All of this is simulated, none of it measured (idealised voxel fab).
The process module that follows is named voxel self aligned contacts.
We display cut, a cross-section 285 nm in width whose square cells are each 5 nm.
A cross-section is written here as square cells arranged in a grid, and it is given in bands from the top down, each band taking up one or more rows of cells.
The band entry comprises the height of the band's top followed by the height of its bottom, expressed in nm, and subsequently the band's materials from left to right, each stated together with its width in nm. Where a single material is marked with the word "edge to edge", that material fills the band from edge to edge. The word "air" represents empty space.
We count height from 0. Below that, the starting wafer is all one material. The lowest band never ends at the bottom but goes on down; see "0 nm and below" for how that is written.
Width "30..40": first value at the band's top row of cells, second value at its bottom row, equal change from row to row.
"no modifications" for a step: no cell of the cross-section changed in that step.
Empty spaces without an open route to the top, at least 8 cells in extent, make up the entry "Enclosed cavity list"; each is given as width x height at distance, where the distance is measured from the left edge, and all are in nm.
after a step's settings: what the simulator itself notes on the step
overlay nm: mask offset rightward from planned place, masked step; negative means leftward offset.

SET OUT BELOW ARE THE PLANNED STEPS OF THE PROCESS
| 1 | op RECEIVE | material Si |
| 2 | op OXIDIZE | depth nm 5 |
| 3 | op DIRECTIONAL_DEP | material polySi | thk nm 30 |
| 4 | op DIRECTIONAL_DEP | material SiN | thk nm 20 |
| 5 | op DIRECTIONAL_DEP | material aC | thk nm 15 |
| 6 | op PATTERN | tone cover | mask id GATE | material resist | width nm 25 | pitch nm 60 | thk nm 30 | overlay nm -15 |
| 7 | op DIRECTIONAL_ETCH | etch materials aC | depth nm 15 |
| 8 | op STRIP | etch materials resist |
| 9 | op DIRECTIONAL_ETCH | etch materials SiN | depth nm 20 |
| 10 | op DIRECTIONAL_ETCH | etch materials polySi | depth nm 30 |
| 11 | op STRIP | etch materials aC |
| 12 | op CONFORMAL_DEP | material SiN | thk nm 10 |
| 13 | op DIRECTIONAL_ETCH | etch materials SiN | depth nm 10 |
| 14 | op FILL_DEP | material SiO2 | thk nm 15 |
| 15 | op CMP | height nm 55 |
| 16 | op MASKED_ETCH | tone open | mask id CONTACT | width nm 45 | pitch nm 60 | etch materials SiO2 | depth nm 60 | overlay nm 0 |
| 17 | op CONFORMAL_DEP | material TiN | thk nm 5 |
| 18 | op FILL_DEP | material Ru | thk nm 10 |
| 19 | op CMP | height nm 55 |
| 20 | op CONFORMAL_DEP | material SiN | thk nm 5 |
Among the wafers covered here, the point of difference is the overlay nm at step 6; their starting state is shared, and the plan presents the value of the first wafer.

CROSS-SECTION OF THE FIRST OF SEVERAL RECEIVED WAFERS, SHOWING ITS STATE AFTER STEP 1
0 nm and below | Si edge to edge
Enclosed cavity list: none

DEPICTED HERE IS THE FIRST OF SEVERAL WAFERS IN CROSS-SECTION, AT MODULE COMPLETION FOLLOWING THE LAST STEP, STEP 20
60 nm to 55 nm | SiN edge to edge
55 nm to 50 nm | 90 of SiO2 | 5 of TiN | 5 of Ru | 35 of TiN | 15 of SiO2 | 5 of TiN | 5 of Ru | 35 of TiN | 90 of SiO2
50 nm to 30 nm | 45 of SiO2 | 45 of SiN | 5 of TiN | 5 of Ru | 5 of TiN | 45 of SiN | 5 of TiN | 5 of Ru | 5 of TiN | 45 of SiN | 75 of SiO2
30 nm to 0 nm | 45 of SiO2 | 10 of SiN | 25 of polySi | 10 of SiN | 5 of TiN | 5 of Ru | 5 of TiN | 10 of SiN | 25 of polySi | 10 of SiN | 5 of TiN | 5 of Ru | 5 of TiN | 10 of SiN | 25 of polySi | 10 of SiN | 75 of SiO2
0 nm to -5 nm | 90 of SiO2 | 15 of TiN | 45 of SiO2 | 15 of TiN | 120 of SiO2
-5 nm and below | Si edge to edge
Enclosed cavity list: none

CROSS-SECTIONAL DEPICTION OF THE LAST OF SEVERAL WAFERS UPON COMPLETION OF THE MODULE
60 nm to 55 nm | SiN edge to edge
55 nm to 50 nm | 90 of SiO2 | 35 of TiN | 5 of Ru | 5 of TiN | 15 of SiO2 | 35 of TiN | 5 of Ru | 5 of TiN | 90 of SiO2
50 nm to 30 nm | 75 of SiO2 | 45 of SiN | 5 of TiN | 5 of Ru | 5 of TiN | 45 of SiN | 5 of TiN | 5 of Ru | 5 of TiN | 45 of SiN | 45 of SiO2
30 nm to 0 nm | 75 of SiO2 | 10 of SiN | 25 of polySi | 10 of SiN | 5 of TiN | 5 of Ru | 5 of TiN | 10 of SiN | 25 of polySi | 10 of SiN | 5 of TiN | 5 of Ru | 5 of TiN | 10 of SiN | 25 of polySi | 10 of SiN | 45 of SiO2
0 nm to -5 nm | 120 of SiO2 | 15 of TiN | 45 of SiO2 | 15 of TiN | 90 of SiO2
-5 nm and below | Si edge to edge
Enclosed cavity list: none

BELOW IS A PER-WAFER TABLE. IN IT, EACH ROW DESCRIBES THE WAFER AT THE END OF THE MODULE BY GIVING, FOR EACH MATERIAL, THE NUMBER OF CELLS GAINED (+) OR LOST (-) SINCE THE WAFER WAS RECEIVED, AND AFTER THAT THE CLOSED VOIDS OF THE WAFER
overlay nm -15 | +22 Ru | -57 Si | +237 SiN | +330 SiO2 | +62 TiN | +90 polySi | Enclosed cavity list: none
overlay nm -10 | +22 Ru | -57 Si | +237 SiN | +330 SiO2 | +62 TiN | +90 polySi | Enclosed cavity list: none
overlay nm -5 | +22 Ru | -57 Si | +237 SiN | +330 SiO2 | +62 TiN | +90 polySi | Enclosed cavity list: none
overlay nm 0 | +22 Ru | -57 Si | +237 SiN | +330 SiO2 | +62 TiN | +90 polySi | Enclosed cavity list: none
overlay nm 5 | +22 Ru | -57 Si | +237 SiN | +330 SiO2 | +62 TiN | +90 polySi | Enclosed cavity list: none
overlay nm 10 | +22 Ru | -57 Si | +237 SiN | +330 SiO2 | +62 TiN | +90 polySi | Enclosed cavity list: none
overlay nm 15 | +22 Ru | -57 Si | +237 SiN | +330 SiO2 | +62 TiN | +90 polySi | Enclosed cavity list: none
